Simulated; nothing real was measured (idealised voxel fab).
The document below concerns the process module designated voxel lift off.
It is cross-section cut that appears here, measuring 275 nm in width, its square cells being 5 nm in size.
Notation: cross-section as square-cell grid; stated in bands, top first, going down; one or more cell rows per band. The band entry comprises the height of the band's top followed by the height of its bottom, expressed in nm, and subsequently the band's materials from left to right, each stated together with its width in nm. Where a single material is marked with the word "throughout", that material fills the band from edge to edge. The word "empty" represents empty space. Heights are reckoned from 0. Under this level, the received wafer is all of one material. The bottommost band is open-ended downward, for example "0 and below". Width: "30..40" (first number = top row, second number = bottom row, same change from row to row of cells). "no alteration" for a step: no cell of the cross-section changed in that step. Reported under the label "Closed empty spaces" are the empty spaces having no open way to the top and comprising 8 cells or more; the notation for each is width x height at distance, in which the distance is measured from the left edge and all three values are in nm. Text after the settings on a step's line: the simulator's own remark on that step. overlay nm: mask offset rightward from planned place, masked step; negative means leftward offset.
These are the steps we planned for the process
| 1 | RECEIVE | material Si |
| 2 | CONFORMAL_DEP | material Al2O3 | thk nm 5 |
| 3 | PATTERN | tone open | mask id LINES | material resist | width nm 25 | pitch nm 45 | thk nm 25 | overlay nm 0 |
| 4 | DIRECTIONAL_DEP | material Ru | thk nm 10 |
| 5 | STRIP | etch materials resist |
| 6 | CONFORMAL_DEP | material SiCN | thk nm 10 |
The cross-section here shows the wafer as received, i.e. in its state after step 1
    0 and below: Si throughout
    Closed empty spaces: none
Post-module cross-section of the first of two wafers (run per plan)
    25 down to 15: empty: 70; SiCN: 135; empty: 70
    15 down to 5: SiCN: 80; Ru: 25; SiCN: 20; Ru: 25; SiCN: 20; Ru: 25; SiCN: 80
    5 down to 0: Al2O3 throughout
    0 and below: Si throughout
    Closed empty spaces: none
End-of-module cross-section of the second wafer: identical starting point and process plan to the first, with one processing mistake
    30 down to 20: empty: 65; SiCN: 145; empty: 65
    20 down to 15: SiCN throughout
    15 down to 5: SiCN: 80; Ru: 25; SiCN: 20; Ru: 25; SiCN: 20; Ru: 25; SiCN: 80
    5 down to 0: Al2O3 throughout
    0 and below: Si throughout
    Closed empty spaces: none
What broke from the plan during processing? step 6: run off-plan, actual operation and settings CONFORMAL_DEP | material SiCN | thk nm 15
Per the end-of-run cell counts, the second wafer holds more or fewer of some materials than the first: +59 SiCN
